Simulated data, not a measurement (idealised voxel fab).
Process module name: voxel capacitor over wiring
The cross-section shown here is cut; it is 235 nm wide and divided into square cells measuring 5 nm on a side.
Just so we're on the same page, the cross-sections are grids of square cells, and they're listed out in bands top to bottom, each band one or more rows deep.
Top height, bottom height, nm. Materials left to right, width each, nm. Single material + "all across" = fills band edge to edge. "empty" = empty.
Height 0 is the level under which the wafer as received is all one material. The lowest band goes on downwards, as in "0 and below".
The width entry "30 to 40" should be interpreted row by row: the top row of cells in the band takes the first number, the bottom row takes the second number, and the change between adjacent rows is uniform throughout.
Where the words "left unchanged" appear for a step, the cross-section shows no cell changed by that step; every cell remained as before.
"Sealed internal voids": sealed empty spaces, 8 cells or more, no open way to top, listed width x height at distance, with distance from the left edge and width, height and distance in nm.
If you see something after the settings on a step's line, that's the simulator's own remark about that step.
overlay nm: how far to the right of its planned place the mask lay on this masked step (negative: to the left).

Planned step list for the process
1. RECEIVE [material Si]
2. CONFORMAL_DEP [material SiO2] [thk nm 10]
3. DIRECTIONAL_DEP [material TiN] [thk nm 5]
4. DIRECTIONAL_DEP [material Ru] [thk nm 25]
5. DIRECTIONAL_DEP [material aC] [thk nm 10]
6. PATTERN [tone cover] [mask id METAL_1] [material resist] [width nm 30] [pitch nm 80] [thk nm 25] [overlay nm 0]
7. DIRECTIONAL_ETCH [etch materials aC] [depth nm 10]
8. STRIP [etch materials resist]
9. DIRECTIONAL_ETCH [etch materials Ru] [depth nm 25]
10. DIRECTIONAL_ETCH [etch materials TiN] [depth nm 5]
11. STRIP [etch materials aC]
12. CONFORMAL_DEP [material SiCN] [thk nm 5]
13. FILL_DEP [material lowk] [thk nm 10]
14. CMP [height nm 40]
15. CONFORMAL_DEP [material SiCN] [thk nm 5]
16. DIRECTIONAL_DEP [material lowk] [thk nm 10]
17. MASKED_ETCH [tone open] [mask id PLUG_1] [width nm 15] [etch materials lowk] [depth nm 10] [overlay nm 0]
18. MASKED_ETCH [tone open] [mask id PLUG_1] [width nm 15] [etch materials SiCN] [depth nm 5] [overlay nm 0]
19. CONFORMAL_DEP [material TiN] [thk nm 5]
20. FILL_DEP [material Cu] [thk nm 10]
21. CMP [height nm 55]
22. DIRECTIONAL_DEP [material TiN] [thk nm 10]
23. DIRECTIONAL_DEP [material Al2O3] [thk nm 5]
24. DIRECTIONAL_DEP [material TiN] [thk nm 5]
25. PATTERN [tone cover] [mask id UPPER_PLATE] [material resist] [width nm 55] [thk nm 15] [overlay nm 0]
26. DIRECTIONAL_ETCH [etch materials TiN] [depth nm 5]
27. DIRECTIONAL_ETCH [etch materials Al2O3] [depth nm 5]
28. STRIP [etch materials resist]
29. MASKED_ETCH [tone cover] [mask id LOWER_PLATE] [width nm 65] [etch materials TiN] [depth nm 10] [overlay nm 0]
30. FILL_DEP [material SiO2] [thk nm 15]
31. CMP [height nm 85]
32. PATTERN [tone open] [mask id PLUG_2] [material resist] [width nm 15] [thk nm 20] [overlay nm 0]
33. DIRECTIONAL_ETCH [etch materials SiO2] [depth nm 10]
34. STRIP [etch materials resist]
35. CONFORMAL_DEP [material TiN] [thk nm 5]
36. FILL_DEP [material Cu] [thk nm 10]
37. CMP [height nm 85]
38. CONFORMAL_DEP [material SiN] [thk nm 5]

Step 1 complete: cross-section of the wafer as received
  0 and below  Si all across
  Sealed internal voids: none

Cross-sectional result after module completion. Note: starting condition and plan are unchanged from above; one processing mistake was made
  90 down to 85  SiN all across
  85 down to 80  SiO2 (85); TiN (5); Cu (5); TiN (5); SiO2 (135)
  80 down to 70  SiO2 (85 to 75); TiN (15 to 55); SiO2 (135 to 105)
  70 down to 65  SiO2 (75); Al2O3 (55); SiO2 (105)
  65 down to 55  SiO2 (65); TiN (65); SiO2 (105)
  55 down to 45  lowk (75); TiN (5); Cu (5); TiN (5); lowk (145)
  45 down to 40  SiCN (75); TiN (15); SiCN (145)
  40 down to 15  lowk (55); SiCN (5); Ru (30); SiCN (5); lowk (40); SiCN (5); Ru (30); SiCN (5); lowk (60)
  15 down to 10  SiCN (60); TiN (30); SiCN (50); TiN (30); SiCN (65)
  10 down to 0  SiO2 all across
  0 and below  Si all across
  Sealed internal voids: none
What was the processing mistake? so step 29 ended up running with a different setting than we planned, it ran as MASKED_ETCH [tone cover] [mask id LOWER_PLATE] [width nm 65] [etch materials TiN] [depth nm 10] [overlay nm -5]
